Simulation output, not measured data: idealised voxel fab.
Process module heading - voxel self aligned contacts
Square cell edge 5 nm, section width 210 nm, ID cut.
Cross-section, as written here: a square-cell grid given band by band from the top down, where a band holds one or more rows of cells.
Band entry format. Leading values: height of top, height of bottom, nm. Remainder: materials in left-to-right order, each with its width in nm. Special words: "edge to edge" on a single material, which then fills the band edge to edge; "air", empty space.
We count height from 0. Below that, the starting wafer is all one material. The lowest band never ends at the bottom but goes on down; see "0 and below" for how that is written.
The two numbers in a width such as "30..40" mark its ends across the band: the first belongs to the top row of cells, the second to the bottom row, and from each row to the next the width moves by the same amount.
For the purposes of this document, the phrase "nothing different" attached to a step denotes that no cell within the cross-section was modified by that step.
The list in "Encapsulated voids" covers empty spaces of 8 cells or more that cannot reach the top through any open way, and it gives each as width x height at distance; the distance is from the left edge, and width, height and distance are in nm.
What comes after the settings on a step's line is commentary from the simulator itself on that step.
"overlay nm" answers the question of how far to the right of plan the mask lay on a step that has a mask, and when it is negative the answer is to the left.
## The following list gives the planned process steps
1 RECEIVE: material Si
2 CONFORMAL_DEP: material SiO2, thk nm 5
3 DIRECTIONAL_DEP: material polySi, thk nm 30
4 DIRECTIONAL_DEP: material SiN, thk nm 20
5 PATTERN: tone cover, mask id GATE, material resist, width nm 30, pitch nm 55, thk nm 15, overlay nm 0
6 DIRECTIONAL_ETCH: etch materials SiN, depth nm 20
7 DIRECTIONAL_ETCH: etch materials polySi, depth nm 30
8 STRIP: etch materials resist
9 CONFORMAL_DEP: material SiN, thk nm 5
10 DIRECTIONAL_ETCH: etch materials SiN, depth nm 5
11 FILL_DEP: material SiO2, thk nm 15
12 CMP: height nm 60
13 MASKED_ETCH: tone open, mask id CONTACT, width nm 35, pitch nm 55, etch materials SiO2, depth nm 60, overlay nm 0
14 CONFORMAL_DEP: material TiN, thk nm 5
15 FILL_DEP: material W, thk nm 5
16 CMP: height nm 60
17 CONFORMAL_DEP: material SiCN, thk nm 5
## Here's what the wafer looked like in cross-section when it arrived - that's after step 1
* 0 and below: Si edge to edge
* Encapsulated voids: none
## Cross-section at module end, one run error; start and plan unchanged from above
* 65 down to 60: SiCN edge to edge
* 60 down to 55: 60 nm SiO2, then 25 nm TiN, then 5 nm W, then 5 nm TiN, then 20 nm SiO2, then 25 nm TiN, then 5 nm W, then 5 nm TiN, then 60 nm SiO2
* 55 down to 35: 40 nm SiO2, then 40 nm SiN, then 5 nm TiN, then 5 nm W, then 5 nm TiN, then 40 nm SiN, then 5 nm TiN, then 5 nm W, then 5 nm TiN, then 40 nm SiN, then 20 nm SiO2
* 35 down to 5: 40 nm SiO2, then 5 nm SiN, then 30 nm polySi, then 5 nm SiN, then 5 nm TiN, then 5 nm W, then 5 nm TiN, then 5 nm SiN, then 30 nm polySi, then 5 nm SiN, then 5 nm TiN, then 5 nm W, then 5 nm TiN, then 5 nm SiN, then 30 nm polySi, then 5 nm SiN, then 20 nm SiO2
* 5 down to 0: 80 nm SiO2, then 15 nm TiN, then 40 nm SiO2, then 15 nm TiN, then 60 nm SiO2
* 0 and below: Si edge to edge
* Encapsulated voids: none
The mistake made against the process plan was this: for step 5, the planned setting was not used; the step was instead run as PATTERN: tone cover, mask id GATE, material resist, width nm 30, pitch nm 55, thk nm 15, overlay nm 10
